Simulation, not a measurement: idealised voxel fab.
The document below concerns the process module designated voxel plated lines.
Square cell edge 5 nm, section width 230 nm, ID cut.
Square cells in a grid make up a cross-section in this document, and the grid is given as bands, listed from the top down, each one or more rows of cells.
This entry defines a band. It first specifies the height of the band's top and the height of its bottom in nm, and then specifies the band's materials from left to right, stating each material with its width in nm. The word "throughout" identifies a single material that fills the band from edge to edge, while the word "empty" identifies empty space.
We count height from 0. Below that, the starting wafer is all one material. The lowest band never ends at the bottom but goes on down; see "top 0, no bottom" for how that is written.
It should be noted that a width expressed as "30->40" varies in equal increments from row to row of cells within the band, taking the value of the first number at the top row and that of the second number at the bottom row.
Given "nothing different" for a step, no cell of the cross-section differs between before and after that step.
For the entry "Entrapped voids", the listed items are empty spaces with no open way to the top whose size is 8 cells or more; each item follows the pattern width x height at distance, where distance is from the left edge and all three are in nm.
On each step's line, the part that comes after the settings is the simulator's own comment on the step.
"overlay nm" denotes, for a step that has a mask, the displacement of the mask to the right of its planned place, with negative values corresponding to the left.
[Steps planned for the process]
| 1 | op RECEIVE | material Si |
| 2 | op CONFORMAL_DEP | material SiN | thk nm 15 |
| 3 | op DIRECTIONAL_DEP | material TiN | thk nm 5 |
| 4 | op PATTERN | tone open | mask id LINES | material resist | width nm 15 | pitch nm 35 | thk nm 20 | overlay nm 0 |
| 5 | op EPI | material Ru | thk nm 5 |
| 6 | op STRIP | etch materials resist |
| 7 | op DIRECTIONAL_ETCH | etch materials TiN | depth nm 5 |
| 8 | op CONFORMAL_DEP | material SiN | thk nm 10 |
[This is the cross-section of the wafer as we received it, i.e. after step 1]
  top 0, no bottom | Si throughout
  Entrapped voids: none
[The first of two wafers, cross-sectioned at the end of the module, with the run proceeding as planned]
  top 35, bottom 25 | 45 of empty, 140 of SiN, 45 of empty
  top 25, bottom 20 | 55 of SiN, 15 of Ru, 20 of SiN, 15 of Ru, 20 of SiN, 15 of Ru, 20 of SiN, 15 of Ru, 55 of SiN
  top 20, bottom 15 | 55 of SiN, 15 of TiN, 20 of SiN, 15 of TiN, 20 of SiN, 15 of TiN, 20 of SiN, 15 of TiN, 55 of SiN
  top 15, bottom 0 | SiN throughout
  top 0, no bottom | Si throughout
  Entrapped voids: none
[Module end: cross-section of wafer two of two. Same start and process plan as the first wafer. One mistake during execution]
  top 35, bottom 25 | SiN throughout
  top 25, bottom 20 | 55 of Ru, 15 of SiN, 20 of Ru, 15 of SiN, 20 of Ru, 15 of SiN, 20 of Ru, 15 of SiN, 55 of Ru
  top 20, bottom 15 | 55 of TiN, 15 of SiN, 20 of TiN, 15 of SiN, 20 of TiN, 15 of SiN, 20 of TiN, 15 of SiN, 55 of TiN
  top 15, bottom 0 | SiN throughout
  top 0, no bottom | Si throughout
  Entrapped voids: none
Nonconformance to the process plan: not per plan at step 4, really ran op PATTERN | tone cover | mask id LINES | material resist | width nm 15 | pitch nm 35 | thk nm 20 | overlay nm 0
Wrapping up, a cell-based count of both wafers puts the second over or under the first for these materials: Ru +22; SiN -8; TiN +22
